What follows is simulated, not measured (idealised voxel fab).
The process module presented herein is designated voxel self aligned vias.
It is cross-section cut that appears here, measuring 295 nm in width, its square cells being 5 nm in size.
Square cells in a grid make up a cross-section in this document, and the grid is given as bands, listed from the top down, each one or more rows of cells. Band entry format. Leading values: height of top, height of bottom, nm. Remainder: materials in left-to-right order, each with its width in nm. Special words: "everywhere" on a single material, which then fills the band edge to edge; "empty", empty space. Heights from 0 (as-received wafer is one material below). Bottom band endless downward, as "0 -> down". A width such as "30 to 40" changes by the same amount from each row of cells to the next, from the band's top row to its bottom row. What does "left unchanged" mean for a step? It means no cell of the cross-section changed in that step. Any empty space of 8 cells or more lacking an open way to the top shows up in "Closed cavities" as width x height at distance, distance from the left edge, in nm. Heads up: the bit after the settings on a step's line is the simulator's remark on that step. If you see "overlay nm" on a step's line and that step has a mask, it's telling you how far right of where it was planned the mask ended up; a negative number means it went left instead.
[Planned process steps]
- 1: RECEIVE (material Si)
- 2: CONFORMAL_DEP (material SiO2; thk nm 10)
- 3: CONFORMAL_DEP (material SiCN; thk nm 5)
- 4: DIRECTIONAL_DEP (material SiO2; thk nm 20)
- 5: MASKED_ETCH (tone open; mask id LINES; width nm 25; pitch nm 55; etch materials SiO2; depth nm 20; overlay nm 0)
- 6: CONFORMAL_DEP (material TiN; thk nm 5)
- 7: FILL_DEP (material Ru; thk nm 5)
- 8: CMP (height nm 35)
- 9: SELECTIVE_ETCH (etch materials W Ru TiN; depth nm 5)
- 10: FILL_DEP (material SiN; thk nm 10)
- 11: CMP (height nm 35)
- 12: DIRECTIONAL_DEP (material SiO2; thk nm 15)
- 13: DIRECTIONAL_DEP (material aC; thk nm 15)
- 14: PATTERN (tone open; mask id VIAS; material resist; width nm 35; pitch nm 55; thk nm 35; overlay nm -15)
- 15: DIRECTIONAL_ETCH (etch materials aC; depth nm 15)
- 16: STRIP (etch materials resist)
- 17: DIRECTIONAL_ETCH (etch materials SiO2; depth nm 15)
- 18: DIRECTIONAL_ETCH (etch materials SiN; depth nm 5)
- 19: STRIP (etch materials aC)
- 20: CONFORMAL_DEP (material TiN; thk nm 5)
- 21: FILL_DEP (material Ru; thk nm 10)
- 22: CMP (height nm 50)
- 23: CONFORMAL_DEP (material SiN; thk nm 5)
What sets these wafers apart? The overlay nm at step 14. They all start alike, and the plan carries the first wafer's value.
[Cross-section of the first of several wafers as received (after step 1)]
- 0 -> down  Si everywhere
- Closed cavities: none
[Cross-section, first of several wafers, end of module, after last step 23]
- 55 -> 50  SiN everywhere
- 50 -> 40  SiO2=85 / TiN=5 / Ru=25 / TiN=5 / SiO2=20 / TiN=5 / Ru=25 / TiN=5 / SiO2=120
- 40 -> 35  SiO2=85 / TiN=25 / Ru=5 / TiN=5 / SiO2=20 / TiN=25 / Ru=5 / TiN=5 / SiO2=120
- 35 -> 30  SiO2=105 / TiN=15 / SiN=10 / SiO2=30 / TiN=15 / SiN=10 / SiO2=110
- 30 -> 20  SiO2=105 / TiN=5 / Ru=15 / TiN=5 / SiO2=30 / TiN=5 / Ru=15 / TiN=5 / SiO2=110
- 20 -> 15  SiO2=105 / TiN=25 / SiO2=30 / TiN=25 / SiO2=110
- 15 -> 10  SiCN everywhere
- 10 -> 0  SiO2 everywhere
- 0 -> down  Si everywhere
- Closed cavities: none
[Here's the last wafer cross-sectioned at the end of the module]
- 55 -> 50  SiN everywhere
- 50 -> 40  SiO2=115 / TiN=5 / Ru=25 / TiN=5 / SiO2=20 / TiN=5 / Ru=25 / TiN=5 / SiO2=90
- 40 -> 35  SiO2=115 / TiN=5 / Ru=5 / TiN=25 / SiO2=20 / TiN=5 / Ru=5 / TiN=25 / SiO2=90
- 35 -> 30  SiO2=105 / SiN=10 / TiN=15 / SiO2=30 / SiN=10 / TiN=15 / SiO2=110
- 30 -> 20  SiO2=105 / TiN=5 / Ru=15 / TiN=5 / SiO2=30 / TiN=5 / Ru=15 / TiN=5 / SiO2=110
- 20 -> 15  SiO2=105 / TiN=25 / SiO2=30 / TiN=25 / SiO2=110
- 15 -> 10  SiCN everywhere
- 10 -> 0  SiO2 everywhere
- 0 -> down  Si everywhere
- Closed cavities: none
[Per-wafer rows below. For each material: cells gained (+) or lost (-) since the wafer was received, as of end of module. Then: closed voids]
overlay nm -15 | +34 Ru | +59 SiCN | +63 SiN | +449 SiO2 | +44 TiN | Closed cavities: none
overlay nm -10 | +36 Ru | +59 SiCN | +61 SiN | +449 SiO2 | +44 TiN | Closed cavities: none
overlay nm -5 | +38 Ru | +59 SiCN | +59 SiN | +449 SiO2 | +44 TiN | Closed cavities: none
overlay nm 0 | +38 Ru | +59 SiCN | +59 SiN | +449 SiO2 | +44 TiN | Closed cavities: none
overlay nm 5 | +38 Ru | +59 SiCN | +59 SiN | +449 SiO2 | +44 TiN | Closed cavities: none
overlay nm 10 | +36 Ru | +59 SiCN | +61 SiN | +449 SiO2 | +44 TiN | Closed cavities: none
overlay nm 15 | +34 Ru | +59 SiCN | +63 SiN | +449 SiO2 | +44 TiN | Closed cavities: none
